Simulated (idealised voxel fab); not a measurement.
The process module that follows is named voxel capacitor over wiring.
Each square cell in cross-section cut measures 5 nm, and the section as a whole is 250 nm wide.
If you're reading a cross-section in this doc, picture square cells in a grid; it comes to you as bands, top ones listed first down to the bottom, and a band can be one or more rows of cells.
First you get the band's top height and its bottom height, in nm, and then the materials it's made of, left to right, with each width in nm. If you see a single material with "throughout", that one covers the band edge to edge. "air" is empty space.
Ref level 0: as-received wafer is one material below here. Bottom band extends down with no lower bound ("0 -> down").
Note: "30..40" means the width goes from the first number (top row of the band) to the second number (bottom row) in equal steps per row of cells.
What does "everything unchanged" mean for a step? It means no cell of the cross-section changed in that step.
In the "Closed internal voids" entry, you get each enclosed empty space of 8 cells or more, one with no open way to the top, written width x height at distance, distance from the left edge, in nm.
after a step's settings: what the simulator itself notes on the step
overlay nm: how far to the right of its planned place the mask lay on this masked step (negative: to the left).

[Listed below are the process steps as planned]
1 RECEIVE: material Si
2 CONFORMAL_DEP: material SiO2, thk nm 15
3 CONFORMAL_DEP: material SiN, thk nm 5
4 DIRECTIONAL_DEP: material SiO2, thk nm 15
5 PATTERN: tone open, mask id METAL_1, material resist, width nm 25, pitch nm 95, thk nm 15, overlay nm 0
6 DIRECTIONAL_ETCH: etch materials SiO2, depth nm 15
7 DIRECTIONAL_ETCH: etch materials SiN, depth nm 5
8 STRIP: etch materials resist
9 CONFORMAL_DEP: material TiN, thk nm 5
10 FILL_DEP: material W, thk nm 10
11 CMP: height nm 35
12 EPI: material Ru, thk nm 5
13 FILL_DEP: material SiCN, thk nm 5
14 DIRECTIONAL_DEP: material SiO2, thk nm 20
15 MASKED_ETCH: tone open, mask id PLUG_1, width nm 15, etch materials SiO2, depth nm 20, overlay nm 0
16 MASKED_ETCH: tone open, mask id PLUG_1, width nm 15, etch materials SiCN, depth nm 5, overlay nm 0
17 CONFORMAL_DEP: material TiN, thk nm 5
18 FILL_DEP: material Cu, thk nm 5
19 CMP: height nm 65
20 DIRECTIONAL_DEP: material TiN, thk nm 10
21 DIRECTIONAL_DEP: material HfO2, thk nm 5
22 DIRECTIONAL_DEP: material TiN, thk nm 10
23 DIRECTIONAL_DEP: material aC, thk nm 10
24 PATTERN: tone cover, mask id UPPER_PLATE, material resist, width nm 75, thk nm 25, overlay nm 0
25 DIRECTIONAL_ETCH: etch materials aC, depth nm 10
26 STRIP: etch materials resist
27 DIRECTIONAL_ETCH: etch materials TiN, depth nm 10
28 DIRECTIONAL_ETCH: etch materials HfO2, depth nm 5
29 STRIP: etch materials aC
30 DIRECTIONAL_DEP: material aC, thk nm 10
31 PATTERN: tone cover, mask id LOWER_PLATE, material resist, width nm 85, thk nm 30, overlay nm 0
32 DIRECTIONAL_ETCH: etch materials aC, depth nm 10
33 STRIP: etch materials resist
34 DIRECTIONAL_ETCH: etch materials TiN, depth nm 10
35 STRIP: etch materials aC
36 FILL_DEP: material SiO2, thk nm 15
37 CMP: height nm 100
38 DIRECTIONAL_DEP: material aC, thk nm 10
39 PATTERN: tone open, mask id PLUG_2, material resist, width nm 15, thk nm 30, overlay nm 0
40 DIRECTIONAL_ETCH: etch materials aC, depth nm 10
41 STRIP: etch materials resist
42 DIRECTIONAL_ETCH: etch materials SiO2, depth nm 10
43 STRIP: etch materials aC
44 CONFORMAL_DEP: material TiN, thk nm 5
45 FILL_DEP: material Ru, thk nm 5
46 CMP: height nm 100
47 CONFORMAL_DEP: material SiN, thk nm 5

[Wafer as received: cross-section following step 1]
  0 -> down = Si throughout
  Closed internal voids: none

[a wafer at the end: this start, this plan, one mistake]
  105 -> 100 = SiN throughout
  100 -> 95 = SiO2=85, TiN=5, Ru=5, TiN=5, SiO2=150
  95 -> 90 = SiO2=85, TiN=15, SiO2=150
  90 -> 80 = SiO2=75, TiN=75, SiO2=100
  80 -> 75 = SiO2=75, HfO2=75, SiO2=100
  75 -> 65 = SiO2=70, TiN=85, SiO2=95
  65 -> 50 = SiO2=85, TiN=5, Cu=5, TiN=5, SiO2=150
  50 -> 45 = SiO2=85, TiN=15, SiO2=150
  45 -> 40 = SiCN=85, TiN=5, SiCN=160
  40 -> 35 = SiCN=60, Ru=35, SiCN=60, Ru=35, SiCN=60
  35 -> 20 = SiO2=65, TiN=5, W=15, TiN=5, SiO2=70, TiN=5, W=15, TiN=5, SiO2=65
  20 -> 15 = SiN=65, TiN=25, SiN=70, TiN=25, SiN=65
  15 -> 0 = SiO2 throughout
  0 -> down = Si throughout
  Closed internal voids: none
what went wrong: note that step 15 departed from the planned setting and was carried out as MASKED_ETCH: tone open, mask id PLUG_1, width nm 15, etch materials SiO2, depth nm 20, overlay nm 10
